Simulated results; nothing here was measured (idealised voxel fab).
process module | voxel self aligned vias
The width of the displayed cross-section, cut, is 145 nm; its cells are square, with a size of 5 nm.
Cross-section = grid of square cells, listed top down in bands; band = one or more rows. For a band, the entry starts with two heights in nm, that of the top and then that of the bottom, and carries on with the band's materials in order from left to right, each alongside its width in nm; the word "all across" beside a single material means it fills the band edge to edge, and "empty" means empty space. Convention: height 0 is the level below which the wafer, as received, is all one material. The lowest band does not terminate at the bottom but continues downward, represented as "0 -> down". A width such as "30..40" changes by the same amount from each row of cells to the next, from the band's top row to its bottom row. It should be understood that the words "stayed the same", when stated for a given step, signify that the cross-section underwent no change in any of its cells during that step. Under "Voids, fully enclosed" you'll find the enclosed gaps, the ones with no way out to the top, that are 8 cells or bigger; each reads width x height at distance, with distance counted from the left edge, everything in nm. Text after the settings on a step's line: the simulator's own remark on that step. The line of a step may include "overlay nm". On a step with a mask, this value is how far to the right of its planned place the mask lay. A negative value means the mask lay to the left.
### The planned process steps are enumerated hereunder
1,op RECEIVE | material Si
2,op CONFORMAL_DEP | material SiO2 | thk nm 15
3,op CONFORMAL_DEP | material SiCN | thk nm 5
4,op DIRECTIONAL_DEP | material SiO2 | thk nm 20
5,op DIRECTIONAL_DEP | material aC | thk nm 15
6,op PATTERN | tone open | mask id LINES | material resist | width nm 25 | pitch nm 65 | thk nm 35 | overlay nm 0
7,op DIRECTIONAL_ETCH | etch materials aC | depth nm 15
8,op STRIP | etch materials resist
9,op DIRECTIONAL_ETCH | etch materials SiO2 | depth nm 20
10,op STRIP | etch materials aC
11,op CONFORMAL_DEP | material TiN | thk nm 5
12,op FILL_DEP | material Ru | thk nm 5
13,op CMP | height nm 40
14,op SELECTIVE_ETCH | etch materials W Ru TiN | depth nm 5
15,op FILL_DEP | material SiN | thk nm 5
16,op CMP | height nm 40
17,op DIRECTIONAL_DEP | material SiO2 | thk nm 20
18,op DIRECTIONAL_DEP | material aC | thk nm 10
19,op PATTERN | tone open | mask id VIAS | material resist | width nm 35 | thk nm 25 | overlay nm 0
20,op DIRECTIONAL_ETCH | etch materials aC | depth nm 10
21,op STRIP | etch materials resist
22,op DIRECTIONAL_ETCH | etch materials SiO2 | depth nm 20
23,op DIRECTIONAL_ETCH | etch materials SiN | depth nm 5
24,op STRIP | etch materials aC
25,op CONFORMAL_DEP | material TiN | thk nm 5
26,op FILL_DEP | material W | thk nm 10
27,op CMP | height nm 60
28,op CONFORMAL_DEP | material SiN | thk nm 5
Heads up: all these wafers start the same, and what changes between them is the width nm in step 19. The value you see in the plan is just what the first wafer got.
### Received wafers, first of several: cross-section after step 1
    0 -> down  Si all across
    Voids, fully enclosed: none
### Below is a per-wafer table. In it, each row describes the wafer at the end of the module by giving, for each material, the number of cells gained (+) or lost (-) since the wafer was received, and after that the closed voids of the wafer
width nm 35 | +12 Ru | +29 SiCN | +34 SiN | +251 SiO2 | +33 TiN | +18 W | Voids, fully enclosed: none
width nm 40 | +12 Ru | +29 SiCN | +34 SiN | +247 SiO2 | +34 TiN | +21 W | Voids, fully enclosed: none
width nm 45 | +12 Ru | +29 SiCN | +34 SiN | +243 SiO2 | +35 TiN | +24 W | Voids, fully enclosed: none
width nm 50 | +12 Ru | +29 SiCN | +34 SiN | +239 SiO2 | +36 TiN | +27 W | Voids, fully enclosed: none
